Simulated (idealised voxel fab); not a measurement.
Presented below is a process module, voxel wiring stack.
Section shown: cut. Width: 155 nm. Cell size: 5 nm, square.
Cross-section, as written here: a square-cell grid given band by band from the top down, where a band holds one or more rows of cells. Heights first: top, then bottom, in nm. Then materials, left to right, each with a width in nm. "throughout" on a single material: fills the band edge to edge. "blank": empty space. Basically, 0 is our baseline, since under it the wafer straight out of the box is all one material. The bottom band has no lower end and keeps on going down, so it looks like "z 0 and below". It should be noted that a width expressed as "30 to 40" varies in equal increments from row to row of cells within the band, taking the value of the first number at the top row and that of the second number at the bottom row. "nothing different" after a step means that no cell of the cross-section changed. What "Closed void listing" gives you is every empty space of 8 cells or more that is cut off from the top. Each appears as width x height at distance, with the distance taken from the left edge and width, height and distance all in nm. Where a step's line continues beyond its settings, the continuation is a remark by the simulator itself on that step. The setting "overlay nm" may be written on the line of a step. When the step uses a mask, the value reports how far to the right of the planned place the mask lay, and a negative value reports that it lay to the left.
So here's the lineup of process steps we planned:
1) RECEIVE (material Si)
2) CONFORMAL_DEP (material SiO2; thk nm 15)
3) DIRECTIONAL_DEP (material TiN; thk nm 5)
4) DIRECTIONAL_DEP (material W; thk nm 15)
5) MASKED_ETCH (tone cover; mask id METAL_1; width nm 20; pitch nm 45; etch materials W; depth nm 15; overlay nm 0)
6) MASKED_ETCH (tone cover; mask id METAL_1; width nm 20; pitch nm 45; etch materials TiN; depth nm 5; overlay nm 0)
7) CONFORMAL_DEP (material SiN; thk nm 5)
8) FILL_DEP (material lowk; thk nm 5)
9) CMP (height nm 35)
10) CONFORMAL_DEP (material SiCN; thk nm 5)
11) DIRECTIONAL_DEP (material lowk; thk nm 15)
12) PATTERN (tone open; mask id PLUG_1; material resist; width nm 15; pitch nm 90; thk nm 15; overlay nm 0)
13) DIRECTIONAL_ETCH (etch materials lowk; depth nm 15)
14) DIRECTIONAL_ETCH (etch materials SiCN; depth nm 5)
15) STRIP (etch materials resist)
16) CONFORMAL_DEP (material TiN; thk nm 5)
17) FILL_DEP (material W; thk nm 10)
18) CMP (height nm 55)
19) CONFORMAL_DEP (material SiN; thk nm 5)
20) DIRECTIONAL_DEP (material SiO2; thk nm 25)
21) DIRECTIONAL_DEP (material aC; thk nm 15)
22) PATTERN (tone open; mask id METAL_2; material resist; width nm 20; pitch nm 45; thk nm 30; overlay nm 0)
23) DIRECTIONAL_ETCH (etch materials aC; depth nm 15)
24) STRIP (etch materials resist)
25) DIRECTIONAL_ETCH (etch materials SiO2; depth nm 25)
26) DIRECTIONAL_ETCH (etch materials SiN; depth nm 5)
27) STRIP (etch materials aC)
28) CONFORMAL_DEP (material TiN; thk nm 5)
29) FILL_DEP (material W; thk nm 10)
30) CMP (height nm 85)
31) CONFORMAL_DEP (material SiCN; thk nm 5)
32) DIRECTIONAL_DEP (material SiO2; thk nm 20)
33) DIRECTIONAL_DEP (material aC; thk nm 10)
34) PATTERN (tone open; mask id PLUG_2; material resist; width nm 15; pitch nm 90; thk nm 30; overlay nm 0)
35) DIRECTIONAL_ETCH (etch materials aC; depth nm 10)
36) STRIP (etch materials resist)
37) DIRECTIONAL_ETCH (etch materials SiO2; depth nm 20)
38) DIRECTIONAL_ETCH (etch materials SiCN; depth nm 5)
39) STRIP (etch materials aC)
40) EPI (material Ru; thk nm 10)
41) EPI (material Ru; thk nm 10)
42) EPI (material Ru; thk nm 5)
43) CONFORMAL_DEP (material SiN; thk nm 5)
44) DIRECTIONAL_DEP (material lowk; thk nm 25)
45) MASKED_ETCH (tone open; mask id METAL_3; width nm 20; pitch nm 45; etch materials lowk; depth nm 25; overlay nm 0)
46) MASKED_ETCH (tone open; mask id METAL_3; width nm 20; pitch nm 45; etch materials SiN; depth nm 5; overlay nm 0)
47) CONFORMAL_DEP (material TiN; thk nm 5)
48) FILL_DEP (material Cu; thk nm 10)
49) CMP (height nm 140)
50) CONFORMAL_DEP (material SiCN; thk nm 5)
51) DIRECTIONAL_DEP (material lowk; thk nm 10)
52) DIRECTIONAL_DEP (material aC; thk nm 10)
53) PATTERN (tone open; mask id PLUG_3; material resist; width nm 15; pitch nm 45; thk nm 25; overlay nm 0)
54) DIRECTIONAL_ETCH (etch materials aC; depth nm 10)
55) STRIP (etch materials resist)
56) DIRECTIONAL_ETCH (etch materials lowk; depth nm 10)
57) DIRECTIONAL_ETCH (etch materials SiCN; depth nm 5)
58) STRIP (etch materials aC)
59) CONFORMAL_DEP (material TiN; thk nm 5)
60) FILL_DEP (material W; thk nm 5)
61) CMP (height nm 155)
62) DIRECTIONAL_DEP (material TiN; thk nm 5)
63) DIRECTIONAL_DEP (material W; thk nm 15)
64) PATTERN (tone cover; mask id METAL_4; material resist; width nm 20; pitch nm 45; thk nm 20; overlay nm 0)
65) DIRECTIONAL_ETCH (etch materials W; depth nm 15)
66) DIRECTIONAL_ETCH (etch materials TiN; depth nm 5)
67) STRIP (etch materials resist)
68) CONFORMAL_DEP (material SiCN; thk nm 5)
69) FILL_DEP (material lowk; thk nm 5)
70) CMP (height nm 175)
71) CONFORMAL_DEP (material SiCN; thk nm 5)
as received, after step 1:
	z 0 and below  Si throughout
	Closed void listing: none
Final cross-section, module run with one mistake (start and plan as above):
	z 180 to 175  SiCN throughout
	z 175 to 160  15 of lowk | 5 of SiCN | 20 of W | 5 of SiCN | 15 of lowk | 5 of SiCN | 20 of W | 5 of SiCN | 15 of lowk | 5 of SiCN | 20 of W | 5 of SiCN | 20 of lowk
	z 160 to 155  20 of SiCN | 20 of TiN | 25 of SiCN | 20 of TiN | 25 of SiCN | 20 of TiN | 25 of SiCN
	z 155 to 145  20 of lowk | 5 of TiN | 5 of W | 5 of TiN | 30 of lowk | 5 of TiN | 5 of W | 5 of TiN | 30 of lowk | 5 of TiN | 5 of W | 5 of TiN | 30 of lowk
	z 145 to 140  20 of SiCN | 15 of TiN | 30 of SiCN | 15 of TiN | 30 of SiCN | 15 of TiN | 30 of SiCN
	z 140 to 125  20 of lowk | 5 of TiN | 10 of Cu | 5 of TiN | 25 of lowk | 5 of TiN | 10 of Cu | 5 of TiN | 25 of lowk | 5 of TiN | 10 of Cu | 5 of TiN | 25 of lowk
	z 125 to 120  5 of lowk | 15 of SiN | 20 of TiN | 10 of SiN | 15 of lowk | 5 of TiN | 10 of Cu | 5 of TiN | 10 of lowk | 15 of SiN | 20 of TiN | 10 of SiN | 15 of lowk
	z 120 to 115  5 of lowk | 5 of SiN | 35 of Ru | 5 of SiN | 15 of lowk | 5 of TiN | 10 of Cu | 5 of TiN | 10 of lowk | 5 of SiN | 35 of Ru | 5 of SiN | 15 of lowk
	z 115 to 110  10 of SiN | 35 of Ru | 20 of SiN | 20 of TiN | 15 of SiN | 35 of Ru | 20 of SiN
	z 110 to 90  20 of SiO2 | 15 of Ru | 75 of SiO2 | 15 of Ru | 30 of SiO2
	z 90 to 85  20 of SiCN | 15 of Ru | 75 of SiCN | 15 of Ru | 30 of SiCN
	z 85 to 60  20 of SiO2 | 5 of TiN | 10 of W | 5 of TiN | 25 of SiO2 | 5 of TiN | 10 of W | 5 of TiN | 25 of SiO2 | 5 of TiN | 10 of W | 5 of TiN | 25 of SiO2
	z 60 to 55  20 of SiN | 20 of TiN | 25 of SiN | 20 of TiN | 25 of SiN | 20 of TiN | 25 of SiN
	z 55 to 40  20 of lowk | 5 of TiN | 5 of W | 5 of TiN | 75 of lowk | 5 of TiN | 5 of W | 5 of TiN | 30 of lowk
	z 40 to 35  20 of SiCN | 15 of TiN | 75 of SiCN | 15 of TiN | 30 of SiCN
	z 35 to 20  15 of lowk | 5 of SiN | 20 of W | 5 of SiN | 15 of lowk | 5 of SiN | 20 of W | 5 of SiN | 15 of lowk | 5 of SiN | 20 of W | 5 of SiN | 20 of lowk
	z 20 to 15  20 of SiN | 20 of TiN | 25 of SiN | 20 of TiN | 25 of SiN | 20 of TiN | 25 of SiN
	z 15 to 0  SiO2 throughout
	z 0 and below  Si throughout
	Closed void listing: none
Plan not followed: step run twice: one of 40 and 41 (identical), unknown which
